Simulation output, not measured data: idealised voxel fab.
The process module that follows is named voxel self aligned vias.
FYI the section here is cut, 205 nm wide, cells are 5 nm squares.
Cross-section = grid of square cells, listed top down in bands; band = one or more rows. Look at the band entry: it leads with the top's height and the bottom's height in nm. Then it lists the materials left to right, with a width in nm for each. The word "edge to edge" on a single material says that material fills the band edge to edge. The word "air" is empty space. Convention: height 0 is the level below which the wafer, as received, is all one material. The lowest band does not terminate at the bottom but continues downward, represented as "0 down". Read "30 to 40" as a graded width: first number on top, second number at the bottom, same change between each pair of neighbouring rows. Where the words "left unchanged" appear for a step, the cross-section shows no cell changed by that step; every cell remained as before. "Cavities, sealed" enumerates empty spaces isolated from the top, with no open way to it, that contain at least 8 cells, giving each as width x height at distance from the left edge, all three in nm. That trailing text on a step's line, after the settings, is the simulator's own remark on the step. The line of a step may include "overlay nm". On a step with a mask, this value is how far to the right of its planned place the mask lay. A negative value means the mask lay to the left. So the way this works: pairs, before and after one process step. The after picture only goes down to the lowest band that actually changed, nothing below. Step and its settings are under each pair. And watch out, pairs might come from different runs of this module, same starting wafer though, so a pair only follows on from the one above if its "Prior to step" entry tells you so.
# Prior to step
    80 to 60 | 45 resist / 40 air / 120 resist
    60 to 45 | 45 SiO2 / 40 air / 120 SiO2
    45 to 40 | 50 SiO2 / 30 SiN / 40 SiO2 / 30 SiN / 55 SiO2
    40 to 25 | 50 SiO2 / 5 TiN / 20 W / 5 TiN / 40 SiO2 / 5 TiN / 20 W / 5 TiN / 55 SiO2
    25 to 20 | 50 SiO2 / 30 TiN / 40 SiO2 / 30 TiN / 55 SiO2
    20 to 15 | SiCN edge to edge
    15 to 0 | SiO2 edge to edge
    0 down | Si edge to edge
    Cavities, sealed: none
# State After Step
    80 to 60 | 45 resist / 40 air / 120 resist
    60 to 45 | 45 SiO2 / 40 air / 120 SiO2
    45 to 40 | 50 SiO2 / 30 air / 40 SiO2 / 30 SiN / 55 SiO2
    Anything lower than 40 is untouched.
    Cavities, sealed: none
Looking at the two cross-sections above, the step in the middle is DIRECTIONAL_ETCH | etch materials SiN | depth nm 5
Prior to step: nothing new to draw here, it's the after view of the pair just above.
# State After Step
    60 to 45 | 45 SiO2 / 40 air / 120 SiO2
    Anything lower than 45 is untouched.
    Cavities, sealed: none
Looking at the two cross-sections above, the step in the middle is STRIP | etch materials resist
Prior to step: nothing new to draw here, it's the after view of the pair just above.
# State After Step
    65 to 60 | 50 TiN / 30 air / 125 TiN
    60 to 50 | 45 SiO2 / 5 TiN / 30 air / 5 TiN / 120 SiO2
    50 to 45 | 45 SiO2 / 10 TiN / 20 air / 10 TiN / 120 SiO2
    45 to 40 | 50 SiO2 / 30 TiN / 40 SiO2 / 30 SiN / 55 SiO2
    Anything lower than 40 is untouched.
    Cavities, sealed: none
Looking at the two cross-sections above, the step in the middle is CONFORMAL_DEP | material TiN | thk nm 5
Prior to step: nothing new to draw here, it's the after view of the pair just above.
# State After Step
    70 to 65 | W edge to edge
    65 to 60 | 50 TiN / 30 W / 125 TiN
    60 to 50 | 45 SiO2 / 5 TiN / 30 W / 5 TiN / 120 SiO2
    50 to 45 | 45 SiO2 / 10 TiN / 20 W / 10 TiN / 120 SiO2
    Anything lower than 45 is untouched.
    Cavities, sealed: none
Looking at the two cross-sections above, the step in the middle is FILL_DEP | material W | thk nm 5
Prior to step: nothing new to draw here, it's the after view of the pair just above.
# State After Step
    60 to 50 | 45 SiO2 / 5 TiN / 30 W / 5 TiN / 120 SiO2
    Anything lower than 50 is untouched.
    Cavities, sealed: none
Looking at the two cross-sections above, the step in the middle is CMP | height nm 60
Prior to step: nothing new to draw here, it's the after view of the pair just above.
# State After Step
    65 to 60 | SiN edge to edge
    Anything lower than 60 is untouched.
    Cavities, sealed: none
Looking at the two cross-sections above, the step in the middle is CONFORMAL_DEP | material SiN | thk nm 5
# Prior to step
    60 to 45 | SiO2 edge to edge
    45 to 40 | 55 SiO2 / 20 SiN / 50 SiO2 / 20 SiN / 60 SiO2
    40 to 25 | 55 SiO2 / 5 TiN / 10 W / 5 TiN / 50 SiO2 / 5 TiN / 10 W / 5 TiN / 60 SiO2
    25 to 20 | 55 SiO2 / 20 TiN / 50 SiO2 / 20 TiN / 60 SiO2
    20 to 15 | SiCN edge to edge
    15 to 0 | SiO2 edge to edge
    0 down | Si edge to edge
    Cavities, sealed: none
# State After Step
    80 to 60 | 40 resist / 40 air / 125 resist
    Anything lower than 60 is untouched.
    Cavities, sealed: none
Looking at the two cross-sections above, the step in the middle is PATTERN | tone open | mask id VIAS | material resist | width nm 40 | thk nm 20 | overlay nm -5
Prior to step: nothing new to draw here, it's the after view of the pair just above.
# State After Step
    80 to 60 | 40 resist / 40 air / 125 resist
    60 to 45 | 40 SiO2 / 40 air / 125 SiO2
    Anything lower than 45 is untouched.
    Cavities, sealed: none
Looking at the two cross-sections above, the step in the middle is DIRECTIONAL_ETCH | etch materials SiO2 | depth nm 15
Prior to step: nothing new to draw here, it's the after view of the pair just above.
# State After Step
    80 to 60 | 40 resist / 40 air / 125 resist
    60 to 45 | 40 SiO2 / 40 air / 125 SiO2
    45 to 40 | 55 SiO2 / 20 air / 50 SiO2 / 20 SiN / 60 SiO2
    Anything lower than 40 is untouched.
    Cavities, sealed: none
Looking at the two cross-sections above, the step in the middle is DIRECTIONAL_ETCH | etch materials SiN | depth nm 5
Prior to step: nothing new to draw here, it's the after view of the pair just above.
# State After Step
    60 to 45 | 40 SiO2 / 40 air / 125 SiO2
    Anything lower than 45 is untouched.
    Cavities, sealed: none
Looking at the two cross-sections above, the step in the middle is STRIP | etch materials resist
Prior to step: nothing new to draw here, it's the after view of the pair just above.
# State After Step
    65 to 60 | 45 TiN / 30 air / 130 TiN
    60 to 50 | 40 SiO2 / 5 TiN / 30 air / 5 TiN / 125 SiO2
    50 to 45 | 40 SiO2 / 20 TiN / 10 air / 10 TiN / 125 SiO2
    45 to 40 | 55 SiO2 / 20 TiN / 50 SiO2 / 20 SiN / 60 SiO2
    Anything lower than 40 is untouched.
    Cavities, sealed: none
Looking at the two cross-sections above, the step in the middle is CONFORMAL_DEP | material TiN | thk nm 5
Prior to step: nothing new to draw here, it's the after view of the pair just above.
# State After Step
    70 to 65 | W edge to edge
    65 to 60 | 45 TiN / 30 W / 130 TiN
    60 to 50 | 40 SiO2 / 5 TiN / 30 W / 5 TiN / 125 SiO2
    50 to 45 | 40 SiO2 / 20 TiN / 10 W / 10 TiN / 125 SiO2
    Anything lower than 45 is untouched.
    Cavities, sealed: none
Looking at the two cross-sections above, the step in the middle is FILL_DEP | material W | thk nm 5
Prior to step: nothing new to draw here, it's the after view of the pair just above.
# State After Step
    60 to 50 | 40 SiO2 / 5 TiN / 30 W / 5 TiN / 125 SiO2
    Anything lower than 50 is untouched.
    Cavities, sealed: none
Looking at the two cross-sections above, the step in the middle is CMP | height nm 60
Prior to step: nothing new to draw here, it's the after view of the pair just above.
# State After Step
    65 to 60 | SiN edge to edge
    Anything lower than 60 is untouched.
    Cavities, sealed: none
Looking at the two cross-sections above, the step in the middle is CONFORMAL_DEP | material SiN | thk nm 5
# Prior to step
    45 to 40 | 55 SiO2 / 20 air / 50 SiO2 / 20 air / 60 SiO2
    40 to 25 | 55 SiO2 / 5 TiN / 10 W / 5 TiN / 50 SiO2 / 5 TiN / 10 W / 5 TiN / 60 SiO2
    25 to 20 | 55 SiO2 / 20 TiN / 50 SiO2 / 20 TiN / 60 SiO2
    20 to 15 | SiCN edge to edge
    15 to 0 | SiO2 edge to edge
    0 down | Si edge to edge
    Cavities, sealed: none
# State After Step
    50 to 45 | TiN edge to edge
    45 to 40 | 55 SiO2 / 20 TiN / 50 SiO2 / 20 TiN / 60 SiO2
    Anything lower than 40 is untouched.
    Cavities, sealed: none
Looking at the two cross-sections above, the step in the middle is FILL_DEP | material TiN | thk nm 5
Prior to step: nothing new to draw here, it's the after view of the pair just above.
# State After Step
    45 to 40 | 55 SiO2 / 20 TiN / 50 SiO2 / 20 TiN / 60 SiO2
    Anything lower than 40 is untouched.
    Cavities, sealed: none
Looking at the two cross-sections above, the step in the middle is CMP | height nm 45
Prior to step: nothing new to draw here, it's the after view of the pair just above.
# State After Step
    60 to 45 | SiO2 edge to edge
    Anything lower than 45 is untouched.
    Cavities, sealed: none
Looking at the two cross-sections above, the step in the middle is DIRECTIONAL_DEP | material SiO2 | thk nm 15
Prior to step: nothing new to draw here, it's the after view of the pair just above.
# State After Step
    80 to 60 | 45 resist / 40 air / 120 resist
    Anything lower than 60 is untouched.
    Cavities, sealed: none
Looking at the two cross-sections above, the step in the middle is PATTERN | tone open | mask id VIAS | material resist | width nm 40 | thk nm 20 | overlay nm 0
Prior to step: nothing new to draw here, it's the after view of the pair just above.
# State After Step
    80 to 60 | 45 resist / 40 air / 120 resist
    60 to 45 | 45 SiO2 / 40 air / 120 SiO2
    Anything lower than 45 is untouched.
    Cavities, sealed: none
Looking at the two cross-sections above, the step in the middle is DIRECTIONAL_ETCH | etch materials SiO2 | depth nm 15
Prior to step: nothing new to draw here, it's the after view of the pair just above.
# State After Step
    60 to 45 | 45 SiO2 / 40 air / 120 SiO2
    Anything lower than 45 is untouched.
    Cavities, sealed: none
Looking at the two cross-sections above, the step in the middle is STRIP | etch materials resist
Prior to step: nothing new to draw here, it's the after view of the pair just above.
# State After Step
    65 to 60 | 50 TiN / 30 air / 125 TiN
    60 to 50 | 45 SiO2 / 5 TiN / 30 air / 5 TiN / 120 SiO2
    50 to 45 | 45 SiO2 / 40 TiN / 120 SiO2
    Anything lower than 45 is untouched.
    Cavities, sealed: none
Looking at the two cross-sections above, the step in the middle is CONFORMAL_DEP | material TiN | thk nm 5
Prior to step: nothing new to draw here, it's the after view of the pair just above.
# State After Step
    70 to 65 | W edge to edge
    65 to 60 | 50 TiN / 30 W / 125 TiN
    60 to 50 | 45 SiO2 / 5 TiN / 30 W / 5 TiN / 120 SiO2
    Anything lower than 50 is untouched.
    Cavities, sealed: none
Looking at the two cross-sections above, the step in the middle is FILL_DEP | material W | thk nm 5
Prior to step: nothing new to draw here, it's the after view of the pair just above.
# State After Step
    60 to 50 | 45 SiO2 / 5 TiN / 30 W / 5 TiN / 120 SiO2
    Anything lower than 50 is untouched.
    Cavities, sealed: none
Looking at the two cross-sections above, the step in the middle is CMP | height nm 60
Prior to step: nothing new to draw here, it's the after view of the pair just above.
# State After Step
    65 to 60 | SiN edge to edge
    Anything lower than 60 is untouched.
    Cavities, sealed: none
Looking at the two cross-sections above, the step in the middle is CONFORMAL_DEP | material SiN | thk nm 5
# Prior to step
    45 to 20 | SiO2 edge to edge
    20 to 15 | SiCN edge to edge
    15 to 0 | SiO2 edge to edge
    0 down | Si edge to edge
    Cavities, sealed: none
# State After Step
    45 to 20 | 55 air / 20 SiO2 / 50 air / 20 SiO2 / 60 air
    Anything lower than 20 is untouched.
    Cavities, sealed: none
Looking at the two cross-sections above, the step in the middle is MASKED_ETCH | tone cover | mask id LINES | width nm 20 | pitch nm 70 | etch materials SiO2 | depth nm 25 | overlay nm 0
Prior to step: nothing new to draw here, it's the after view of the pair just above.
# State After Step
    50 to 45 | 50 air / 30 TiN / 40 air / 30 TiN / 55 air
    45 to 25 | 50 air / 5 TiN / 20 SiO2 / 5 TiN / 40 air / 5 TiN / 20 SiO2 / 5 TiN / 55 air
    25 to 20 | 55 TiN / 20 SiO2 / 50 TiN / 20 SiO2 / 60 TiN
    Anything lower than 20 is untouched.
    Cavities, sealed: none
Looking at the two cross-sections above, the step in the middle is CONFORMAL_DEP | material TiN | thk nm 5
Prior to step: nothing new to draw here, it's the after view of the pair just above.
# State After Step
    60 to 50 | W edge to edge
    50 to 45 | 50 W / 30 TiN / 40 W / 30 TiN / 55 W
    45 to 25 | 50 W / 5 TiN / 20 SiO2 / 5 TiN / 40 W / 5 TiN / 20 SiO2 / 5 TiN / 55 W
    Anything lower than 25 is untouched.
    Cavities, sealed: none
Looking at the two cross-sections above, the step in the middle is FILL_DEP | material W | thk nm 10
Prior to step: nothing new to draw here, it's the after view of the pair just above.
# State After Step
    45 to 25 | 50 W / 5 TiN / 20 SiO2 / 5 TiN / 40 W / 5 TiN / 20 SiO2 / 5 TiN / 55 W
    Anything lower than 25 is untouched.
    Cavities, sealed: none
Looking at the two cross-sections above, the step in the middle is CMP | height nm 45
Prior to step: nothing new to draw here, it's the after view of the pair just above.
# State After Step
    45 to 40 | 55 air / 20 SiO2 / 50 air / 20 SiO2 / 60 air
    Anything lower than 40 is untouched.
    Cavities, sealed: none
Looking at the two cross-sections above, the step in the middle is SELECTIVE_ETCH | etch materials W Ru TiN | depth nm 5
Prior to step: nothing new to draw here, it's the after view of the pair just above.
# State After Step
    50 to 45 | SiN edge to edge
    45 to 40 | 55 SiN / 20 SiO2 / 50 SiN / 20 SiO2 / 60 SiN
    Anything lower than 40 is untouched.
    Cavities, sealed: none
Looking at the two cross-sections above, the step in the middle is FILL_DEP | material SiN | thk nm 5
Prior to step: nothing new to draw here, it's the after view of the pair just above.
# State After Step
    45 to 40 | 55 SiN / 20 SiO2 / 50 SiN / 20 SiO2 / 60 SiN
    Anything lower than 40 is untouched.
    Cavities, sealed: none
Looking at the two cross-sections above, the step in the middle is CMP | height nm 45
Prior to step: nothing new to draw here, it's the after view of the pair just above.
# State After Step
    60 to 45 | SiO2 edge to edge
    Anything lower than 45 is untouched.
    Cavities, sealed: none
Looking at the two cross-sections above, the step in the middle is DIRECTIONAL_DEP | material SiO2 | thk nm 15
Prior to step: nothing new to draw here, it's the after view of the pair just above.
# State After Step
    80 to 60 | 45 resist / 40 air / 120 resist
    Anything lower than 60 is untouched.
    Cavities, sealed: none
Looking at the two cross-sections above, the step in the middle is PATTERN | tone open | mask id VIAS | material resist | width nm 40 | thk nm 20 | overlay nm 0
Prior to step: nothing new to draw here, it's the after view of the pair just above.
# State After Step
    80 to 60 | 45 resist / 40 air / 120 resist
    60 to 45 | 45 SiO2 / 40 air / 120 SiO2
    Anything lower than 45 is untouched.
    Cavities, sealed: none
Looking at the two cross-sections above, the step in the middle is DIRECTIONAL_ETCH | etch materials SiO2 | depth nm 15
Prior to step: nothing new to draw here, it's the after view of the pair just above.
# State After Step
    80 to 60 | 45 resist / 40 air / 120 resist
    60 to 45 | 45 SiO2 / 40 air / 120 SiO2
    45 to 40 | 45 SiN / 10 air / 20 SiO2 / 10 air / 40 SiN / 20 SiO2 / 60 SiN
    Anything lower than 40 is untouched.
    Cavities, sealed: none
Looking at the two cross-sections above, the step in the middle is DIRECTIONAL_ETCH | etch materials SiN | depth nm 5
Prior to step: nothing new to draw here, it's the after view of the pair just above.
# State After Step
    60 to 45 | 45 SiO2 / 40 air / 120 SiO2
    Anything lower than 45 is untouched.
    Cavities, sealed: none
Looking at the two cross-sections above, the step in the middle is STRIP | etch materials resist
Prior to step: nothing new to draw here, it's the after view of the pair just above.
# State After Step
    65 to 60 | 50 TiN / 30 air / 125 TiN
    60 to 50 | 45 SiO2 / 5 TiN / 30 air / 5 TiN / 120 SiO2
    50 to 45 | 45 SiO2 / 40 TiN / 120 SiO2
    45 to 40 | 45 SiN / 10 TiN / 20 SiO2 / 10 TiN / 40 SiN / 20 SiO2 / 60 SiN
    Anything lower than 40 is untouched.
    Cavities, sealed: none
Looking at the two cross-sections above, the step in the middle is CONFORMAL_DEP | material TiN | thk nm 5
Prior to step: nothing new to draw here, it's the after view of the pair just above.
# State After Step
    70 to 65 | W edge to edge
    65 to 60 | 50 TiN / 30 W / 125 TiN
    60 to 50 | 45 SiO2 / 5 TiN / 30 W / 5 TiN / 120 SiO2
    Anything lower than 50 is untouched.
    Cavities, sealed: none
Looking at the two cross-sections above, the step in the middle is FILL_DEP | material W | thk nm 5
Prior to step: nothing new to draw here, it's the after view of the pair just above.
# State After Step
    60 to 50 | 45 SiO2 / 5 TiN / 30 W / 5 TiN / 120 SiO2
    Anything lower than 50 is untouched.
    Cavities, sealed: none
Looking at the two cross-sections above, the step in the middle is CMP | height nm 60
Prior to step: nothing new to draw here, it's the after view of the pair just above.
# State After Step
    65 to 60 | SiN edge to edge
    Anything lower than 60 is untouched.
    Cavities, sealed: none
Looking at the two cross-sections above, the step in the middle is CONFORMAL_DEP | material SiN | thk nm 5
